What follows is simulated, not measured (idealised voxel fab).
Proc. module: voxel transistor to metal
In the cross-section labelled cut, the width is 180 nm and each square cell is 5 nm.
Throughout this document, each cross-section is represented as a grid of square cells and is presented as a sequence of bands enumerated from the top downward, where a band comprises one or more rows of cells.
Read a band's entry like this: the first values are the height of its top and the height of its bottom in nm, and what follows is the sequence of materials from left to right, each with its width in nm. Note that "blank" is empty space, and that a single material marked "edge to edge" reaches across the band from edge to edge.
Beneath 0, the wafer as received is one material, and that level is where height counting begins. The lowest band goes on downward without a bottom; it is written like "top 0, no bottom".
A width given as "30 to 40" starts at the first number in the band's top row and ends at the second number in its bottom row, shifting by an equal amount at every step from row to row.
The designation "left unchanged", where it is given for a processing step, indicates that no cell of the cross-section was altered in the course of that step.
Reported under the label "Enclosed internal voids" are the empty spaces having no open way to the top and comprising 8 cells or more; the notation for each is width x height at distance, in which the distance is measured from the left edge and all three values are in nm.
If you see something after the settings on a step's line, that's the simulator's own remark about that step.
The setting "overlay nm" may be written on the line of a step. When the step uses a mask, the value reports how far to the right of the planned place the mask lay, and a negative value reports that it lay to the left.
What follows is a series of pairs. Each pair shows a cross-section before one process step and the cross-section after it, and the after view is drawn only down to the lowest band that changed. Beneath each pair is the step that lies between the two, with its settings. Pairs may come from different runs of this module on the same starting wafer, so a pair continues from the one above it only where its entry headed "Prior state" says so.

Prior state:
    top 0, no bottom | Si edge to edge
    Enclosed internal voids: none

Section After Processing:
    top 5, bottom 0 | SiO2 edge to edge
    Below 0 it's all the same as before, nothing changed down there.
    Enclosed internal voids: none
What sits between those two cross-sections? CONFORMAL_DEP [material SiO2] [thk nm 5]

Prior state: the cross-section after the pair above

Section After Processing:
    top 15, bottom 5 | SiN edge to edge
    Below 5 it's all the same as before, nothing changed down there.
    Enclosed internal voids: none
What sits between those two cross-sections? CONFORMAL_DEP [material SiN] [thk nm 10]

Prior state: the cross-section after the pair above

Section After Processing:
    top 15, bottom 5 | blank: 30, SiN: 115, blank: 35
    Below 5 it's all the same as before, nothing changed down there.
    Enclosed internal voids: none
What sits between those two cross-sections? MASKED_ETCH [tone cover] [mask id ACTIVE] [width nm 115] [etch materials SiN] [depth nm 10] [overlay nm 0]

Prior state: the cross-section after the pair above

Section After Processing:
    top 15, bottom 5 | blank: 30, SiN: 115, blank: 35
    top 5, bottom 0 | blank: 30, SiO2: 115, blank: 35
    Below 0 it's all the same as before, nothing changed down there.
    Enclosed internal voids: none
What sits between those two cross-sections? MASKED_ETCH [tone cover] [mask id ACTIVE] [width nm 115] [etch materials SiO2] [depth nm 5] [overlay nm 0]

Prior state: the cross-section after the pair above

Section After Processing:
    top 15, bottom 5 | blank: 30, SiN: 115, blank: 35
    top 5, bottom 0 | blank: 30, SiO2: 115, blank: 35
    top 0, bottom -30 | blank: 30, Si: 115, blank: 35
    Below -30 it's all the same as before, nothing changed down there.
    Enclosed internal voids: none
What sits between those two cross-sections? MASKED_ETCH [tone cover] [mask id ACTIVE] [width nm 115] [etch materials Si] [depth nm 30] [overlay nm 0]

Prior state: the cross-section after the pair above

Section After Processing:
    top 15, bottom 5 | blank: 30, SiN: 115, blank: 35
    top 5, bottom 0 | blank: 30, SiO2: 115, blank: 35
    top 0, bottom -30 | blank: 30, SiO2: 5, Si: 105, SiO2: 5, blank: 35
    top -30, bottom -35 | SiO2: 35, Si: 105, SiO2: 40
    Below -35 it's all the same as before, nothing changed down there.
    Enclosed internal voids: none
What sits between those two cross-sections? OXIDIZE [depth nm 5]

Prior state: the cross-section after the pair above

Section After Processing:
    top 25, bottom 15 | SiO2 edge to edge
    top 15, bottom 5 | SiO2: 30, SiN: 115, SiO2: 35
    top 5, bottom 0 | SiO2 edge to edge
    top 0, bottom -35 | SiO2: 35, Si: 105, SiO2: 40
    Below -35 it's all the same as before, nothing changed down there.
    Enclosed internal voids: none
What sits between those two cross-sections? FILL_DEP [material SiO2] [thk nm 10]

Prior state: the cross-section after the pair above

Section After Processing:
    top 15, bottom 5 | SiO2: 30, SiN: 115, SiO2: 35
    Below 5 it's all the same as before, nothing changed down there.
    Enclosed internal voids: none
What sits between those two cross-sections? CMP [height nm 15]

Prior state: the cross-section after the pair above

Section After Processing:
    top 15, bottom 10 | blank: 30, SiN: 115, blank: 35
    Below 10 it's all the same as before, nothing changed down there.
    Enclosed internal voids: none
What sits between those two cross-sections? SELECTIVE_ETCH [etch materials SiO2] [depth nm 5]

Prior state: the cross-section after the pair above

Section After Processing:
    top 10, bottom 5 | SiO2: 30, blank: 115, SiO2: 35
    Below 5 it's all the same as before, nothing changed down there.
    Enclosed internal voids: none
What sits between those two cross-sections? STRIP [etch materials SiN]

Prior state: the cross-section after the pair above

Section After Processing:
    top 5, bottom 0 | SiO2: 25, blank: 125, SiO2: 30
    Below 0 it's all the same as before, nothing changed down there.
    Enclosed internal voids: none
What sits between those two cross-sections? SELECTIVE_ETCH [etch materials SiO2] [depth nm 5]

Prior state: the cross-section after the pair above

Section After Processing:
    top 5, bottom 0 | SiO2: 25, blank: 125, SiO2: 30
    top 0, bottom -5 | SiO2 edge to edge
    Below -5 it's all the same as before, nothing changed down there.
    Enclosed internal voids: none
What sits between those two cross-sections? OXIDIZE [depth nm 5]

Prior state: the cross-section after the pair above

Section After Processing:
    top 35, bottom 30 | polySi: 25, blank: 125, polySi: 30
    top 30, bottom 5 | polySi edge to edge
    top 5, bottom 0 | SiO2: 25, polySi: 125, SiO2: 30
    Below 0 it's all the same as before, nothing changed down there.
    Enclosed internal voids: none
What sits between those two cross-sections? DIRECTIONAL_DEP [material polySi] [thk nm 30]

Prior state: the cross-section after the pair above

Section After Processing:
    top 50, bottom 45 | SiCN: 25, blank: 125, SiCN: 30
    top 45, bottom 35 | SiCN edge to edge
    top 35, bottom 30 | polySi: 25, SiCN: 125, polySi: 30
    Below 30 it's all the same as before, nothing changed down there.
    Enclosed internal voids: none
What sits between those two cross-sections? DIRECTIONAL_DEP [material SiCN] [thk nm 15]

Prior state: the cross-section after the pair above

Section After Processing:
    top 45, bottom 35 | blank: 75, SiCN: 25, blank: 80
    top 35, bottom 30 | polySi: 25, blank: 50, SiCN: 25, blank: 50, polySi: 30
    Below 30 it's all the same as before, nothing changed down there.
    Enclosed internal voids: none
What sits between those two cross-sections? MASKED_ETCH [tone cover] [mask id GATE] [width nm 25] [etch materials SiCN] [depth nm 25] [overlay nm 0]

Prior state: the cross-section after the pair above

Section After Processing:
    top 45, bottom 30 | blank: 75, SiCN: 25, blank: 80
    top 30, bottom 5 | blank: 75, polySi: 25, blank: 80
    top 5, bottom 0 | SiO2: 25, blank: 50, polySi: 25, blank: 50, SiO2: 30
    Below 0 it's all the same as before, nothing changed down there.
    Enclosed internal voids: none
What sits between those two cross-sections? MASKED_ETCH [tone cover] [mask id GATE] [width nm 25] [etch materials polySi] [depth nm 40] [overlay nm 0]

Prior state: the cross-section after the pair above

Section After Processing:
    top 50, bottom 45 | blank: 70, SiO2: 35, blank: 75
    top 45, bottom 30 | blank: 70, SiO2: 5, SiCN: 25, SiO2: 5, blank: 75
    top 30, bottom 10 | blank: 70, SiO2: 5, polySi: 25, SiO2: 5, blank: 75
    top 10, bottom 5 | SiO2: 30, blank: 40, SiO2: 5, polySi: 25, SiO2: 5, blank: 40, SiO2: 35
    top 5, bottom 0 | SiO2: 75, polySi: 25, SiO2: 80
    Below 0 it's all the same as before, nothing changed down there.
    Enclosed internal voids: none
What sits between those two cross-sections? CONFORMAL_DEP [material SiO2] [thk nm 5]

Prior state: the cross-section after the pair above

Section After Processing:
    top 45, bottom 30 | blank: 70, SiO2: 5, SiCN: 25, SiO2: 5, blank: 75
    top 30, bottom 5 | blank: 70, SiO2: 5, polySi: 25, SiO2: 5, blank: 75
    top 5, bottom 0 | SiO2: 30, blank: 40, SiO2: 5, polySi: 25, SiO2: 5, blank: 40, SiO2: 35
    Below 0 it's all the same as before, nothing changed down there.
    Enclosed internal voids: none
What sits between those two cross-sections? DIRECTIONAL_ETCH [etch materials SiO2] [depth nm 5]

Prior state: the cross-section after the pair above

Section After Processing:
    top 55, bottom 45 | blank: 60, SiN: 55, blank: 65
    top 45, bottom 30 | blank: 60, SiN: 10, SiO2: 5, SiCN: 25, SiO2: 5, SiN: 10, blank: 65
    top 30, bottom 15 | blank: 60, SiN: 10, SiO2: 5, polySi: 25, SiO2: 5, SiN: 10, blank: 65
    top 15, bottom 10 | SiN: 40, blank: 20, SiN: 10, SiO2: 5, polySi: 25, SiO2: 5, SiN: 10, blank: 20, SiN: 45
    top 10, bottom 5 | SiN: 70, SiO2: 5, polySi: 25, SiO2: 5, SiN: 75
    top 5, bottom 0 | SiO2: 30, SiN: 40, SiO2: 5, polySi: 25, SiO2: 5, SiN: 40, SiO2: 35
    Below 0 it's all the same as before, nothing changed down there.
    Enclosed internal voids: none
What sits between those two cross-sections? CONFORMAL_DEP [material SiN] [thk nm 10]

Prior state: the cross-section after the pair above

Section After Processing:
    top 45, bottom 30 | blank: 60, SiN: 10, SiO2: 5, SiCN: 25, SiO2: 5, SiN: 10, blank: 65
    top 30, bottom 5 | blank: 60, SiN: 10, SiO2: 5, polySi: 25, SiO2: 5, SiN: 10, blank: 65
    top 5, bottom 0 | SiO2: 30, SiN: 10, blank: 20, SiN: 10, SiO2: 5, polySi: 25, SiO2: 5, SiN: 10, blank: 20, SiN: 10, SiO2: 35
    Below 0 it's all the same as before, nothing changed down there.
    Enclosed internal voids: none
What sits between those two cross-sections? DIRECTIONAL_ETCH [etch materials SiN] [depth nm 10]

Prior state: the cross-section after the pair above

Section After Processing:
    top 45, bottom 40 | blank: 60, SiN: 10, blank: 5, SiCN: 25, blank: 5, SiN: 10, blank: 65
    top 40, bottom 30 | blank: 60, SiN: 10, SiO2: 5, SiCN: 25, SiO2: 5, SiN: 10, blank: 65
    top 30, bottom 5 | blank: 60, SiN: 10, SiO2: 5, polySi: 25, SiO2: 5, SiN: 10, blank: 65
    top 5, bottom 0 | blank: 30, SiN: 10, blank: 20, SiN: 10, SiO2: 5, polySi: 25, SiO2: 5, SiN: 10, blank: 20, SiN: 10, blank: 35
    top 0, bottom -5 | SiO2: 40, blank: 20, SiO2: 55, blank: 20, SiO2: 45
    Below -5 it's all the same as before, nothing changed down there.
    Enclosed internal voids: none
What sits between those two cross-sections? DIRECTIONAL_ETCH [etch materials SiO2] [depth nm 5]

Prior state: the cross-section after the pair above

Section After Processing:
    top 45, bottom 40 | blank: 60, SiN: 10, blank: 5, SiCN: 25, blank: 5, SiN: 10, blank: 65
    top 40, bottom 30 | blank: 60, SiN: 10, SiO2: 5, SiCN: 25, SiO2: 5, SiN: 10, blank: 65
    top 30, bottom 5 | blank: 60, SiN: 10, SiO2: 5, polySi: 25, SiO2: 5, SiN: 10, blank: 65
    top 5, bottom 0 | blank: 30, SiN: 10, blank: 20, SiN: 10, SiO2: 5, polySi: 25, SiO2: 5, SiN: 10, blank: 20, SiN: 10, blank: 35
    top 0, bottom -5 | SiO2: 40, SiGe: 20, SiO2: 55, SiGe: 20, SiO2: 45
    Below -5 it's all the same as before, nothing changed down there.
    Enclosed internal voids: none
What sits between those two cross-sections? EPI [material SiGe] [thk nm 5]

Prior state: the cross-section after the pair above

Section After Processing:
    top 50, bottom 45 | SiO2 edge to edge
    top 45, bottom 30 | SiO2: 60, SiN: 10, SiO2: 5, SiCN: 25, SiO2: 5, SiN: 10, SiO2: 65
    top 30, bottom 5 | SiO2: 60, SiN: 10, SiO2: 5, polySi: 25, SiO2: 5, SiN: 10, SiO2: 65
    top 5, bottom 0 | SiO2: 30, SiN: 10, SiO2: 20, SiN: 10, SiO2: 5, polySi: 25, SiO2: 5, SiN: 10, SiO2: 20, SiN: 10, SiO2: 35
    Below 0 it's all the same as before, nothing changed down there.
    Enclosed internal voids: none
What sits between those two cross-sections? FILL_DEP [material SiO2] [thk nm 5]

Prior state: the cross-section after the pair above

Section After Processing:
    top 45, bottom 30 | SiO2: 60, SiN: 10, SiO2: 5, SiCN: 25, SiO2: 5, SiN: 10, SiO2: 65
    Below 30 it's all the same as before, nothing changed down there.
    Enclosed internal voids: none
What sits between those two cross-sections? CMP [height nm 45]

Prior state: the cross-section after the pair above

Section After Processing:
    top 55, bottom 45 | SiO2 edge to edge
    Below 45 it's all the same as before, nothing changed down there.
    Enclosed internal voids: none
What sits between those two cross-sections? DIRECTIONAL_DEP [material SiO2] [thk nm 10]

Prior state: the cross-section after the pair above

Section After Processing:
    top 70, bottom 55 | resist: 35, blank: 35, resist: 35, blank: 35, resist: 40
    Below 55 it's all the same as before, nothing changed down there.
    Enclosed internal voids: none
What sits between those two cross-sections? PATTERN [tone open] [mask id CONTACT] [material resist] [width nm 35] [pitch nm 70] [thk nm 15] [overlay nm 0]

Prior state: the cross-section after the pair above

Section After Processing:
    top 70, bottom 55 | resist: 35, blank: 35, resist: 35, blank: 35, resist: 40
    top 55, bottom 45 | SiO2: 35, blank: 35, SiO2: 35, blank: 35, SiO2: 40
    top 45, bottom 30 | SiO2: 35, blank: 25, SiN: 10, SiO2: 5, SiCN: 25, SiO2: 5, SiN: 10, blank: 25, SiO2: 40
    top 30, bottom 5 | SiO2: 35, blank: 25, SiN: 10, SiO2: 5, polySi: 25, SiO2: 5, SiN: 10, blank: 25, SiO2: 40
    top 5, bottom 0 | SiO2: 30, SiN: 10, blank: 20, SiN: 10, SiO2: 5, polySi: 25, SiO2: 5, SiN: 10, blank: 20, SiN: 10, SiO2: 35
    Below 0 it's all the same as before, nothing changed down there.
    Enclosed internal voids: none
What sits between those two cross-sections? DIRECTIONAL_ETCH [etch materials SiO2] [depth nm 55]

Prior state: the cross-section after the pair above

Section After Processing:
    top 55, bottom 45 | SiO2: 35, blank: 35, SiO2: 35, blank: 35, SiO2: 40
    Below 45 it's all the same as before, nothing changed down there.
    Enclosed internal voids: none
What sits between those two cross-sections? STRIP [etch materials resist]

Prior state: the cross-section after the pair above

Section After Processing:
    top 60, bottom 55 | TiN: 40, blank: 25, TiN: 45, blank: 25, TiN: 45
    top 55, bottom 45 | SiO2: 35, TiN: 5, blank: 25 to 15, TiN: 5 to 15, SiO2: 35, TiN: 5 to 15, blank: 25 to 15, TiN: 5, SiO2: 40
    top 45, bottom 30 | SiO2: 35, TiN: 5, blank: 15, TiN: 5, SiN: 10, SiO2: 5, SiCN: 25, SiO2: 5, SiN: 10, TiN: 5, blank: 15, TiN: 5, SiO2: 40
    top 30, bottom 10 | SiO2: 35, TiN: 5, blank: 15, TiN: 5, SiN: 10, SiO2: 5, polySi: 25, SiO2: 5, SiN: 10, TiN: 5, blank: 15, TiN: 5, SiO2: 40
    top 10, bottom 5 | SiO2: 35, TiN: 10, blank: 10, TiN: 5, SiN: 10, SiO2: 5, polySi: 25, SiO2: 5, SiN: 10, TiN: 5, blank: 10, TiN: 10, SiO2: 40
    top 5, bottom 0 | SiO2: 30, SiN: 10, TiN: 20, SiN: 10, SiO2: 5, polySi: 25, SiO2: 5, SiN: 10, TiN: 20, SiN: 10, SiO2: 35
    Below 0 it's all the same as before, nothing changed down there.
    Enclosed internal voids: none
What sits between those two cross-sections? CONFORMAL_DEP [material TiN] [thk nm 5]

Prior state: the cross-section after the pair above

Section After Processing:
    top 70, bottom 60 | Ru edge to edge
    top 60, bottom 55 | TiN: 40, Ru: 25, TiN: 45, Ru: 25, TiN: 45
    top 55, bottom 45 | SiO2: 35, TiN: 5, Ru: 25 to 15, TiN: 5 to 15, SiO2: 35, TiN: 5 to 15, Ru: 25 to 15, TiN: 5, SiO2: 40
    top 45, bottom 30 | SiO2: 35, TiN: 5, Ru: 15, TiN: 5, SiN: 10, SiO2: 5, SiCN: 25, SiO2: 5, SiN: 10, TiN: 5, Ru: 15, TiN: 5, SiO2: 40
    top 30, bottom 10 | SiO2: 35, TiN: 5, Ru: 15, TiN: 5, SiN: 10, SiO2: 5, polySi: 25, SiO2: 5, SiN: 10, TiN: 5, Ru: 15, TiN: 5, SiO2: 40
    top 10, bottom 5 | SiO2: 35, TiN: 10, Ru: 10, TiN: 5, SiN: 10, SiO2: 5, polySi: 25, SiO2: 5, SiN: 10, TiN: 5, Ru: 10, TiN: 10, SiO2: 40
    Below 5 it's all the same as before, nothing changed down there.
    Enclosed internal voids: none
What sits between those two cross-sections? FILL_DEP [material Ru] [thk nm 10]

Prior state: the cross-section after the pair above

Section After Processing:
    top 55, bottom 45 | SiO2: 35, TiN: 5, Ru: 25 to 15, TiN: 5 to 15, SiO2: 35, TiN: 5 to 15, Ru: 25 to 15, TiN: 5, SiO2: 40
    Below 45 it's all the same as before, nothing changed down there.
    Enclosed internal voids: none
What sits between those two cross-sections? CMP [height nm 55]

Prior state: the cross-section after the pair above

Section After Processing:
    top 60, bottom 55 | SiCN edge to edge
    Below 55 it's all the same as before, nothing changed down there.
    Enclosed internal voids: none
What sits between those two cross-sections? CONFORMAL_DEP [material SiCN] [thk nm 5]

Prior state: the cross-section after the pair above

Section After Processing:
    top 85, bottom 60 | SiO2 edge to edge
    Below 60 it's all the same as before, nothing changed down there.
    Enclosed internal voids: none
What sits between those two cross-sections? DIRECTIONAL_DEP [material SiO2] [thk nm 25]

Prior state: the cross-section after the pair above

Section After Processing:
    top 100, bottom 85 | resist: 35, blank: 20, resist: 65, blank: 20, resist: 40
    Below 85 it's all the same as before, nothing changed down there.
    Enclosed internal voids: none
What sits between those two cross-sections? PATTERN [tone open] [mask id METAL_1] [material resist] [width nm 20] [pitch nm 85] [thk nm 15] [overlay nm 0]

Prior state: the cross-section after the pair above

Section After Processing:
    top 100, bottom 85 | resist: 35, blank: 20, resist: 65, blank: 20, resist: 40
    top 85, bottom 60 | SiO2: 35, blank: 20, SiO2: 65, blank: 20, SiO2: 40
    Below 60 it's all the same as before, nothing changed down there.
    Enclosed internal voids: none
What sits between those two cross-sections? DIRECTIONAL_ETCH [etch materials SiO2] [depth nm 25]

Prior state: the cross-section after the pair above

Section After Processing:
    top 100, bottom 85 | resist: 35, blank: 20, resist: 65, blank: 20, resist: 40
    top 85, bottom 60 | SiO2: 35, blank: 20, SiO2: 65, blank: 20, SiO2: 40
    top 60, bottom 55 | SiCN: 35, blank: 20, SiCN: 65, blank: 20, SiCN: 40
    Below 55 it's all the same as before, nothing changed down there.
    Enclosed internal voids: none
What sits between those two cross-sections? DIRECTIONAL_ETCH [etch materials SiCN] [depth nm 5]

Prior state: the cross-section after the pair above

Section After Processing:
    top 85, bottom 60 | SiO2: 35, blank: 20, SiO2: 65, blank: 20, SiO2: 40
    Below 60 it's all the same as before, nothing changed down there.
    Enclosed internal voids: none
What sits between those two cross-sections? STRIP [etch materials resist]

Prior state: the cross-section after the pair above

Section After Processing:
    top 90, bottom 85 | TiN: 40, blank: 10, TiN: 75, blank: 10, TiN: 45
    top 85, bottom 60 | SiO2: 35, TiN: 5, blank: 10, TiN: 5, SiO2: 65, TiN: 5, blank: 10, TiN: 5, SiO2: 40
    top 60, bottom 55 | SiCN: 35, TiN: 20, SiCN: 65, TiN: 20, SiCN: 40
    Below 55 it's all the same as before, nothing changed down there.
    Enclosed internal voids: none
What sits between those two cross-sections? CONFORMAL_DEP [material TiN] [thk nm 5]

Prior state: the cross-section after the pair above

Section After Processing:
    top 95, bottom 90 | Ru edge to edge
    top 90, bottom 85 | TiN: 40, Ru: 10, TiN: 75, Ru: 10, TiN: 45
    top 85, bottom 60 | SiO2: 35, TiN: 5, Ru: 10, TiN: 5, SiO2: 65, TiN: 5, Ru: 10, TiN: 5, SiO2: 40
    Below 60 it's all the same as before, nothing changed down there.
    Enclosed internal voids: none
What sits between those two cross-sections? FILL_DEP [material Ru] [thk nm 5]

Prior state: the cross-section after the pair above

Section After Processing:
    top 85, bottom 60 | SiO2: 35, TiN: 5, Ru: 10, TiN: 5, SiO2: 65, TiN: 5, Ru: 10, TiN: 5, SiO2: 40
    Below 60 it's all the same as before, nothing changed down there.
    Enclosed internal voids: none
What sits between those two cross-sections? CMP [height nm 85]

Prior state: the cross-section after the pair above

Section After Processing:
    top 90, bottom 85 | SiCN edge to edge
    Below 85 it's all the same as before, nothing changed down there.
    Enclosed internal voids: none
What sits between those two cross-sections? CONFORMAL_DEP [material SiCN] [thk nm 5]

Prior state: the cross-section after the pair above

Section After Processing:
    top 120, bottom 90 | lowk edge to edge
    Below 90 it's all the same as before, nothing changed down there.
    Enclosed internal voids: none
What sits between those two cross-sections? DIRECTIONAL_DEP [material lowk] [thk nm 30]

Prior state: the cross-section after the pair above

Section After Processing:
    top 135, bottom 120 | resist: 35, blank: 20, resist: 65, blank: 20, resist: 40
    Below 120 it's all the same as before, nothing changed down there.
    Enclosed internal voids: none
What sits between those two cross-sections? PATTERN [tone open] [mask id METAL_2] [material resist] [width nm 20] [pitch nm 85] [thk nm 15] [overlay nm 0]

Prior state: the cross-section after the pair above

Section After Processing:
    top 135, bottom 120 | resist: 35, blank: 20, resist: 65, blank: 20, resist: 40
    top 120, bottom 105 | lowk: 35, blank: 20, lowk: 65, blank: 20, lowk: 40
    Below 105 it's all the same as before, nothing changed down there.
    Enclosed internal voids: none
What sits between those two cross-sections? DIRECTIONAL_ETCH [etch materials lowk] [depth nm 15]

Prior state: the cross-section after the pair above

Section After Processing:
    top 120, bottom 105 | lowk: 35, blank: 20, lowk: 65, blank: 20, lowk: 40
    Below 105 it's all the same as before, nothing changed down there.
    Enclosed internal voids: none
What sits between those two cross-sections? STRIP [etch materials resist]

Prior state: the cross-section after the pair above

Section After Processing:
    top 130, bottom 120 | aC: 35, blank: 20, aC: 65, blank: 20, aC: 40
    top 120, bottom 115 | lowk: 35, blank: 20, lowk: 65, blank: 20, lowk: 40
    top 115, bottom 105 | lowk: 35, aC: 20, lowk: 65, aC: 20, lowk: 40
    Below 105 it's all the same as before, nothing changed down there.
    Enclosed internal voids: none
What sits between those two cross-sections? DIRECTIONAL_DEP [material aC] [thk nm 10]

Prior state: the cross-section after the pair above

Section After Processing:
    top 155, bottom 130 | resist: 35, blank: 15, resist: 70, blank: 15, resist: 45
    top 130, bottom 120 | aC: 35, blank: 15, resist: 5, aC: 65, blank: 15, resist: 5, aC: 40
    top 120, bottom 115 | lowk: 35, blank: 15, resist: 5, lowk: 65, blank: 15, resist: 5, lowk: 40
    Below 115 it's all the same as before, nothing changed down there.
    Enclosed internal voids: none
What sits between those two cross-sections? PATTERN [tone open] [mask id METAL_2_HOLES] [material resist] [width nm 15] [pitch nm 85] [thk nm 25] [overlay nm 0]

Prior state: the cross-section after the pair above

Section After Processing:
    top 145, bottom 130 | resist: 35, blank: 15, resist: 70, blank: 15, resist: 45
    top 130, bottom 120 | aC: 35, blank: 15, resist: 5, aC: 65, blank: 15, resist: 5, aC: 40
    top 120, bottom 115 | lowk: 35, blank: 15, resist: 5, lowk: 65, blank: 15, resist: 5, lowk: 40
    top 115, bottom 105 | lowk: 35, blank: 15, aC: 5, lowk: 65, blank: 15, aC: 5, lowk: 40
    Below 105 it's all the same as before, nothing changed down there.
    Enclosed internal voids: none
What sits between those two cross-sections? DIRECTIONAL_ETCH [etch materials aC] [depth nm 10]

Prior state: the cross-section after the pair above

Section After Processing:
    top 130, bottom 120 | aC: 35, blank: 20, aC: 65, blank: 20, aC: 40
    top 120, bottom 115 | lowk: 35, blank: 20, lowk: 65, blank: 20, lowk: 40
    Below 115 it's all the same as before, nothing changed down there.
    Enclosed internal voids: none
What sits between those two cross-sections? STRIP [etch materials resist]

Prior state: the cross-section after the pair above

Section After Processing:
    top 130, bottom 120 | aC: 35, blank: 20, aC: 65, blank: 20, aC: 40
    top 120, bottom 115 | lowk: 35, blank: 20, lowk: 65, blank: 20, lowk: 40
    top 115, bottom 105 | lowk: 35, blank: 15, aC: 5, lowk: 65, blank: 15, aC: 5, lowk: 40
    top 105, bottom 90 | lowk: 35, blank: 15, lowk: 70, blank: 15, lowk: 45
    Below 90 it's all the same as before, nothing changed down there.
    Enclosed internal voids: none
What sits between those two cross-sections? DIRECTIONAL_ETCH [etch materials lowk] [depth nm 15]

Prior state: the cross-section after the pair above

Section After Processing:
    top 130, bottom 120 | aC: 35, blank: 20, aC: 65, blank: 20, aC: 40
    top 120, bottom 115 | lowk: 35, blank: 20, lowk: 65, blank: 20, lowk: 40
    top 115, bottom 105 | lowk: 35, blank: 15, aC: 5, lowk: 65, blank: 15, aC: 5, lowk: 40
    top 105, bottom 90 | lowk: 35, blank: 15, lowk: 70, blank: 15, lowk: 45
    top 90, bottom 85 | SiCN: 35, blank: 15, SiCN: 70, blank: 15, SiCN: 45
    Below 85 it's all the same as before, nothing changed down there.
    Enclosed internal voids: none
What sits between those two cross-sections? DIRECTIONAL_ETCH [etch materials SiCN] [depth nm 5]

Prior state: the cross-section after the pair above

Section After Processing:
    top 120, bottom 105 | lowk: 35, blank: 20, lowk: 65, blank: 20, lowk: 40
    Below 105 it's all the same as before, nothing changed down there.
    Enclosed internal voids: none
What sits between those two cross-sections? STRIP [etch materials aC]

Prior state: the cross-section after the pair above

Section After Processing:
    top 125, bottom 120 | TiN: 40, blank: 10, TiN: 75, blank: 10, TiN: 45
    top 120, bottom 110 | lowk: 35, TiN: 5, blank: 10, TiN: 5, lowk: 65, TiN: 5, blank: 10, TiN: 5, lowk: 40
    top 110, bottom 105 | lowk: 35, TiN: 5, blank: 5, TiN: 10, lowk: 65, TiN: 5, blank: 5, TiN: 10, lowk: 40
    top 105, bottom 90 | lowk: 35, TiN: 5, blank: 5, TiN: 5, lowk: 70, TiN: 5, blank: 5, TiN: 5, lowk: 45
    top 90, bottom 85 | SiCN: 35, TiN: 15, SiCN: 70, TiN: 15, SiCN: 45
    Below 85 it's all the same as before, nothing changed down there.
    Enclosed internal voids: none
What sits between those two cross-sections? CONFORMAL_DEP [material TiN] [thk nm 5]

Prior state: the cross-section after the pair above

Section After Processing:
    top 130, bottom 125 | Ru edge to edge
    top 125, bottom 120 | TiN: 40, Ru: 10, TiN: 75, Ru: 10, TiN: 45
    top 120, bottom 110 | lowk: 35, TiN: 5, Ru: 10, TiN: 5, lowk: 65, TiN: 5, Ru: 10, TiN: 5, lowk: 40
    top 110, bottom 105 | lowk: 35, TiN: 5, Ru: 5, TiN: 10, lowk: 65, TiN: 5, Ru: 5, TiN: 10, lowk: 40
    top 105, bottom 90 | lowk: 35, TiN: 5, Ru: 5, TiN: 5, lowk: 70, TiN: 5, Ru: 5, TiN: 5, lowk: 45
    Below 90 it's all the same as before, nothing changed down there.
    Enclosed internal voids: none
What sits between those two cross-sections? FILL_DEP [material Ru] [thk nm 5]

Prior state: the cross-section after the pair above

Section After Processing:
    top 120, bottom 110 | lowk: 35, TiN: 5, Ru: 10, TiN: 5, lowk: 65, TiN: 5, Ru: 10, TiN: 5, lowk: 40
    Below 110 it's all the same as before, nothing changed down there.
    Enclosed internal voids: none
What sits between those two cross-sections? CMP [height nm 120]

Prior state: the cross-section after the pair above

Section After Processing:
    top 125, bottom 120 | SiCN edge to edge
    Below 120 it's all the same as before, nothing changed down there.
    Enclosed internal voids: none
What sits between those two cross-sections? CONFORMAL_DEP [material SiCN] [thk nm 5]

Prior state:
    top 45, bottom 30 | blank: 75, SiCN: 25, blank: 80
    top 30, bottom 5 | blank: 75, polySi: 25, blank: 80
    top 5, bottom 0 | SiO2: 25, blank: 50, polySi: 25, blank: 50, SiO2: 30
    top 0, bottom -5 | SiO2 edge to edge
    top -5, bottom -35 | SiO2: 35, Si: 105, SiO2: 40
    top -35, no bottom | Si edge to edge
    Enclosed internal voids: none

Section After Processing:
    top 45, bottom 30 | blank: 75, SiCN: 25, blank: 80
    top 30, bottom 0 | blank: 75, polySi: 25, blank: 80
    top 0, bottom -5 | SiO2: 25, blank: 50, SiO2: 25, blank: 50, SiO2: 30
    Below -5 it's all the same as before, nothing changed down there.
    Enclosed internal voids: none
What sits between those two cross-sections? DIRECTIONAL_ETCH [etch materials SiO2] [depth nm 5]

Prior state: the cross-section after the pair above

Section After Processing:
    top 55, bottom 45 | blank: 65, SiN: 45, blank: 70
    top 45, bottom 30 | blank: 65, SiN: 10, SiCN: 25, SiN: 10, blank: 70
    top 30, bottom 10 | blank: 65, SiN: 10, polySi: 25, SiN: 10, blank: 70
    top 10, bottom 5 | SiN: 35, blank: 30, SiN: 10, polySi: 25, SiN: 10, blank: 30, SiN: 40
    top 5, bottom 0 | SiN: 75, polySi: 25, SiN: 80
    top 0, bottom -5 | SiO2: 25, SiN: 50, SiO2: 25, SiN: 50, SiO2: 30
    Below -5 it's all the same as before, nothing changed down there.
    Enclosed internal voids: none
What sits between those two cross-sections? CONFORMAL_DEP [material SiN] [thk nm 10]

Prior state: the cross-section after the pair above

Section After Processing:
    top 45, bottom 30 | blank: 65, SiN: 10, SiCN: 25, SiN: 10, blank: 70
    top 30, bottom 0 | blank: 65, SiN: 10, polySi: 25, SiN: 10, blank: 70
    top 0, bottom -5 | SiO2: 25, SiN: 10, blank: 30, SiN: 10, SiO2: 25, SiN: 10, blank: 30, SiN: 10, SiO2: 30
    Below -5 it's all the same as before, nothing changed down there.
    Enclosed internal voids: none
What sits between those two cross-sections? DIRECTIONAL_ETCH [etch materials SiN] [depth nm 10]

Prior state: the cross-section after the pair above

Section After Processing:
    top 45, bottom 30 | blank: 65, SiN: 10, SiCN: 25, SiN: 10, blank: 70
    top 30, bottom 0 | blank: 65, SiN: 10, polySi: 25, SiN: 10, blank: 70
    top 0, bottom -5 | blank: 25, SiN: 10, blank: 30, SiN: 10, SiO2: 25, SiN: 10, blank: 30, SiN: 10, blank: 30
    Below -5 it's all the same as before, nothing changed down there.
    Enclosed internal voids: none
What sits between those two cross-sections? DIRECTIONAL_ETCH [etch materials SiO2] [depth nm 5]

Prior state: the cross-section after the pair above

Section After Processing:
    top 45, bottom 30 | blank: 65, SiN: 10, SiCN: 25, SiN: 10, blank: 70
    top 30, bottom 0 | blank: 65, SiN: 10, polySi: 25, SiN: 10, blank: 70
    top 0, bottom -5 | blank: 25, SiN: 10, SiGe: 30, SiN: 10, SiO2: 25, SiN: 10, SiGe: 30, SiN: 10, blank: 30
    Below -5 it's all the same as before, nothing changed down there.
    Enclosed internal voids: none
What sits between those two cross-sections? EPI [material SiGe] [thk nm 5]
